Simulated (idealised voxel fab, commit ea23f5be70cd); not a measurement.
Proc. module: voxel ribs on slabs
Pictured: cross-section cut, 195 nm wide, on a grid of 5 nm square cells.
The cross-sections in this document take the form of a grid made of square cells. They are written out as bands, in order from top to bottom. Each band consists of one or more rows of cells. For a band, the entry starts with two heights in nm, that of the top and then that of the bottom, and carries on with the band's materials in order from left to right, each alongside its width in nm; the word "full width" beside a single material means it fills the band edge to edge, and "air" means empty space. Beneath 0, the wafer as received is one material, and that level is where height counting begins. The lowest band goes on downward without a bottom; it is written like "0 nm and below". The notation "30->40" denotes a width that varies across the rows of cells in the band, beginning at the first number in the top row, finishing at the second number in the bottom row, and changing by an identical amount from each row to the next. "all unchanged" (step): cross-section cells unchanged, all of them. In "Closed void register" the enclosed voids are listed, meaning empty spaces of 8 cells or larger without any opening to the top. The form is width x height at distance, distance from the left edge, units nm. Formally, on a step line, whatever follows the settings is a remark that the simulator itself makes on the step. You can add "overlay nm" to a step's line. For a step with a mask, it describes how far the mask lay to the right of its planned position, and a negative number describes a lay to the left.

### The planned process steps are enumerated hereunder
1 RECEIVE with material Si
2 DIRECTIONAL_DEP with material SiO2, thk nm 25
3 DIRECTIONAL_DEP with material polySi, thk nm 15
4 DIRECTIONAL_DEP with material aC, thk nm 15
5 PATTERN with tone cover, mask id RIB, material resist, width nm 15, thk nm 35, overlay nm 0
6 DIRECTIONAL_ETCH with etch materials aC, depth nm 15
7 STRIP with etch materials resist
8 DIRECTIONAL_ETCH with etch materials polySi, depth nm 10
9 STRIP with etch materials aC
10 MASKED_ETCH with tone cover, mask id SLAB, width nm 45, etch materials polySi, depth nm 5, overlay nm 0
11 FILL_DEP with material SiO2, thk nm 20
12 CMP with height nm 50
13 DIRECTIONAL_DEP with material W, thk nm 5
14 PATTERN with tone cover, mask id HEATER, material resist, width nm 25, thk nm 15, overlay nm 0
15 DIRECTIONAL_ETCH with etch materials W, depth nm 5
16 STRIP with etch materials resist
17 CONFORMAL_DEP with material SiN, thk nm 5
It is noted that the wafers described herein are identical at the outset and are distinguished by the width nm of step 5; the value stated in the plan corresponds to the first wafer.

### So this is the first of several wafers, cross-sectioned as it came to us, meaning it's at the end of step 1
	0 nm and below = Si full width
	Closed void register: none

### Table: wafers, a row each; end-of-module cell change per material since receipt, gain (+), loss (-); then closed voids
width nm 15; +41 SiN; +375 SiO2; +5 W; +15 polySi; Closed void register: none
width nm 20; +41 SiN; +373 SiO2; +5 W; +17 polySi; Closed void register: none
width nm 25; +41 SiN; +371 SiO2; +5 W; +19 polySi; Closed void register: none
width nm 30; +41 SiN; +369 SiO2; +5 W; +21 polySi; Closed void register: none
